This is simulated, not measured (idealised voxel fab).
Presented below is a process module, voxel wiring stack.
Square cells of 5 nm make up the cross-section cut, whose width is 280 nm.
This document writes a cross-section as a grid whose cells are square, and gives it as bands, listed from the top down; one or more rows of cells form a band.
Top height, bottom height, nm. Materials left to right, width each, nm. Single material + "all across" = fills band edge to edge. "blank" = empty.
A quick word on heights: they are counted from 0, and under that level the wafer as it came to us is one material throughout. The lowest band is different from the rest in having no bottom; it simply continues downward, written as in "0 -> down".
Width spec "30 to 40" -> top row of cells at first value, bottom row at second value, equal per-row change in between.
Given "nothing changed" for a step, no cell of the cross-section differs between before and after that step.
The entry "Enclosed cavity list" lists the empty spaces that cover at least 8 cells and have no open path to the top. Each is written as width x height at distance, where the distance is measured from the left edge and all three values are in nm.
On a step's line, text after the settings is the simulator commenting on that step.
A step's line can hold "overlay nm"; with a mask on that step, the setting says how far right of the planned place the mask lay, while a negative setting says it lay to the left.
Intended process steps
step 1: RECEIVE with material Si
step 2: CONFORMAL_DEP with material SiO2, thk nm 15
step 3: DIRECTIONAL_DEP with material TiN, thk nm 5
step 4: DIRECTIONAL_DEP with material Ru, thk nm 25
step 5: MASKED_ETCH with tone cover, mask id METAL_1, width nm 20, pitch nm 50, etch materials Ru, depth nm 25, overlay nm 0
step 6: MASKED_ETCH with tone cover, mask id METAL_1, width nm 20, pitch nm 50, etch materials TiN, depth nm 5, overlay nm 0
step 7: CONFORMAL_DEP with material SiCN, thk nm 5
step 8: FILL_DEP with material SiO2, thk nm 5
step 9: CMP with height nm 45
step 10: CONFORMAL_DEP with material SiCN, thk nm 5
step 11: DIRECTIONAL_DEP with material lowk, thk nm 20
step 12: PATTERN with tone open, mask id PLUG_1, material resist, width nm 15, pitch nm 100, thk nm 15, overlay nm 0
step 13: DIRECTIONAL_ETCH with etch materials lowk, depth nm 20
step 14: DIRECTIONAL_ETCH with etch materials SiCN, depth nm 5
step 15: STRIP with etch materials resist
step 16: CONFORMAL_DEP with material TiN, thk nm 5
step 17: FILL_DEP with material W, thk nm 5
step 18: CMP with height nm 70
step 19: DIRECTIONAL_DEP with material TiN, thk nm 5
step 20: DIRECTIONAL_DEP with material Ru, thk nm 20
step 21: DIRECTIONAL_DEP with material aC, thk nm 10
step 22: PATTERN with tone cover, mask id METAL_2, material resist, width nm 20, pitch nm 50, thk nm 30, overlay nm 0
step 23: DIRECTIONAL_ETCH with etch materials aC, depth nm 10
step 24: STRIP with etch materials resist
step 25: DIRECTIONAL_ETCH with etch materials Ru, depth nm 20
step 26: DIRECTIONAL_ETCH with etch materials TiN, depth nm 5
step 27: STRIP with etch materials aC
step 28: CONFORMAL_DEP with material SiN, thk nm 5
step 29: FILL_DEP with material lowk, thk nm 5
step 30: CMP with height nm 95
step 31: CONFORMAL_DEP with material SiCN, thk nm 5
step 32: DIRECTIONAL_DEP with material lowk, thk nm 25
step 33: MASKED_ETCH with tone open, mask id METAL_3_HOLES, width nm 15, pitch nm 100, etch materials lowk, depth nm 25, overlay nm 0
step 34: PATTERN with tone open, mask id METAL_3, material resist, width nm 20, pitch nm 50, thk nm 20, overlay nm 0
step 35: DIRECTIONAL_ETCH with etch materials lowk, depth nm 15
step 36: DIRECTIONAL_ETCH with etch materials SiCN, depth nm 5
step 37: STRIP with etch materials resist
step 38: CONFORMAL_DEP with material TiN, thk nm 5
step 39: FILL_DEP with material Cu, thk nm 5
step 40: CMP with height nm 125
step 41: CONFORMAL_DEP with material SiN, thk nm 5
All wafers enter the flow in the same state. The thk nm at step 31 differs from wafer to wafer, and the plan gives the value for the first wafer.
Cross-section of the first of several wafers as received (after step 1)
	0 -> down | Si all across
	Enclosed cavity list: none
Below, a row for every wafer. Read it as the end-of-module picture: for each material the wafer shows its cells gained (+) or lost (-) since it was received, and then its closed voids
thk nm 5, +18 Cu, +108 Ru, +174 SiCN, +124 SiN, +358 SiO2, +82 TiN, +8 W, +584 lowk, Enclosed cavity list: none
thk nm 10, +12 Cu, +108 Ru, +230 SiCN, +124 SiN, +358 SiO2, +76 TiN, +8 W, +540 lowk, Enclosed cavity list: none
thk nm 15, +6 Cu, +108 Ru, +286 SiCN, +124 SiN, +358 SiO2, +70 TiN, +8 W, +496 lowk, Enclosed cavity list: none
thk nm 20, +4 Cu, +108 Ru, +342 SiCN, +124 SiN, +358 SiO2, +60 TiN, +8 W, +452 lowk, Enclosed cavity list: none
